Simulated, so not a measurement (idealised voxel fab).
A process module follows: voxel ribs on slabs.
FYI the section here is cut, 205 nm wide, cells are 5 nm squares.
In this document a cross-section is written as a grid of square cells. It is given as a series of bands, listed from the top down, and a band is one or more rows of cells. Basically the band line says how high the top is and how high the bottom is, in nm, and then what's in it from left to right, every material with its width in nm. Empty space shows up as "blank", and if a single material carries "edge to edge" it runs the full band edge to edge. Ref level 0: as-received wafer is one material below here. Bottom band extends down with no lower bound ("0 nm and below"). With a width like "30..40", each row of cells in the band differs from the next by the same amount, the top row carrying the first number and the bottom row the second. Basically "remains unaltered" means that step didn't change any cell in the cross-section. If an empty space has no open way to the top and is at least 8 cells in size, "Enclosed voids" lists it, written width x height at distance, where distance is measured from the left edge and every value is in nm. Step line, after settings: the simulator's comment on this step. A step's line can hold "overlay nm"; with a mask on that step, the setting says how far right of the planned place the mask lay, while a negative setting says it lay to the left.
These are the steps we planned for the process:
| 1 | RECEIVE [material Si] |
| 2 | DIRECTIONAL_DEP [material SiO2] [thk nm 30] |
| 3 | DIRECTIONAL_DEP [material polySi] [thk nm 25] |
| 4 | MASKED_ETCH [tone cover] [mask id RIB] [width nm 30] [etch materials polySi] [depth nm 5] [overlay nm 0] |
| 5 | DIRECTIONAL_DEP [material aC] [thk nm 15] |
| 6 | PATTERN [tone cover] [mask id SLAB] [material resist] [width nm 70] [thk nm 35] [overlay nm 0] |
| 7 | DIRECTIONAL_ETCH [etch materials aC] [depth nm 15] |
| 8 | STRIP [etch materials resist] |
| 9 | DIRECTIONAL_ETCH [etch materials polySi] [depth nm 20] |
| 10 | STRIP [etch materials aC] |
| 11 | FILL_DEP [material SiO2] [thk nm 25] |
| 12 | CMP [height nm 70] |
| 13 | DIRECTIONAL_DEP [material W] [thk nm 10] |
| 14 | MASKED_ETCH [tone cover] [mask id HEATER] [width nm 40] [etch materials W] [depth nm 10] [overlay nm 0] |
| 15 | CONFORMAL_DEP [material SiN] [thk nm 5] |
Wafer at receipt (post step 1), cross-section:
0 nm and below  Si edge to edge
Enclosed voids: none
First of two wafers, end-of-module section, run followed plan:
85 nm to 80 nm  75 nm blank, 50 nm SiN, 80 nm blank
80 nm to 75 nm  75 nm blank, 5 nm SiN, 40 nm W, 5 nm SiN, 80 nm blank
75 nm to 70 nm  80 nm SiN, 40 nm W, 85 nm SiN
70 nm to 55 nm  SiO2 edge to edge
55 nm to 50 nm  85 nm SiO2, 30 nm polySi, 90 nm SiO2
50 nm to 30 nm  65 nm SiO2, 70 nm polySi, 70 nm SiO2
30 nm to 0 nm  SiO2 edge to edge
0 nm and below  Si edge to edge
Enclosed voids: none
Cross-section at end of module for the second wafer of two, which matched the first in starting point and plan and differed by one mistake in its processing:
85 nm to 75 nm  75 nm blank, 50 nm W, 80 nm blank
75 nm to 70 nm  W edge to edge
70 nm to 55 nm  SiO2 edge to edge
55 nm to 50 nm  85 nm SiO2, 30 nm polySi, 90 nm SiO2
50 nm to 30 nm  65 nm SiO2, 70 nm polySi, 70 nm SiO2
30 nm to 0 nm  SiO2 edge to edge
0 nm and below  Si edge to edge
Enclosed voids: none
Against the plan, the run slipped here: step 15 was not run as planned; what actually ran was CONFORMAL_DEP [material W] [thk nm 5]
End check, counted in cells, second wafer has more or fewer of these materials than the first: 45 fewer of SiN | 45 more of W
